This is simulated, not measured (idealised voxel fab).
process module | voxel double patterning
cross-section cut | 295 nm wide | cells 5 nm
A cross-section is a grid of square cells, given in bands from the top down. A band is one or more rows of cells.
Each band's line starts with the height of the band's top and of its bottom, in nm. Then come its materials from left to right, each with its width in nm. One material with "throughout" fills the band from edge to edge. "air" is empty space.
Height 0 is the level under which the wafer as received is all one material. The lowest band goes on downwards, as in "0 down".
A width such as "30 to 40" changes by the same amount from each row of cells to the next, from the band's top row to its bottom row.
"no change" after a step means that no cell of the cross-section changed.
closed voids: empty space of 8 cells or more with no open way to the top, each as width x height at its distance from the left edge, in nm
after a step's settings: what the simulator itself notes on the step
overlay nm, on a step with a mask: how far to the right of its planned place the mask lay; to the left if negative
plan
1 op RECEIVE | material Si
2 op CONFORMAL_DEP | material SiO2 | thk nm 5
3 op DIRECTIONAL_DEP | material W | thk nm 10
4 op DIRECTIONAL_DEP | material SiCN | thk nm 10
5 op DIRECTIONAL_DEP | material aC | thk nm 15
6 op PATTERN | tone open | mask id FIRST | material resist | width nm 15 | pitch nm 50 | thk nm 35 | overlay nm -15
7 op DIRECTIONAL_ETCH | etch materials aC | depth nm 15
8 op STRIP | etch materials resist
9 op DIRECTIONAL_ETCH | etch materials SiCN | depth nm 10
10 op STRIP | etch materials aC
11 op MASKED_ETCH | tone open | mask id SECOND | width nm 15 | etch materials SiCN | depth nm 10 | overlay nm 0
12 op DIRECTIONAL_ETCH | etch materials W | depth nm 10
13 op STRIP | etch materials SiCN
varied across the wafers: overlay nm of step 6. The plan shows the first wafer's value. All wafers start alike
first wafer as received, after step 1
  0 down: Si throughout
  closed voids: none
each wafer at the end: cells of each material gained (+) or lost (-) since it was received, then its closed voids
overlay nm -15 | +59 SiO2 | +102 W | closed voids: none
overlay nm -10 | +59 SiO2 | +100 W | closed voids: none
overlay nm -5 | +59 SiO2 | +100 W | closed voids: none
overlay nm 0 | +59 SiO2 | +100 W | closed voids: none
overlay nm 5 | +59 SiO2 | +100 W | closed voids: none
overlay nm 10 | +59 SiO2 | +100 W | closed voids: none
overlay nm 15 | +59 SiO2 | +102 W | closed voids: none
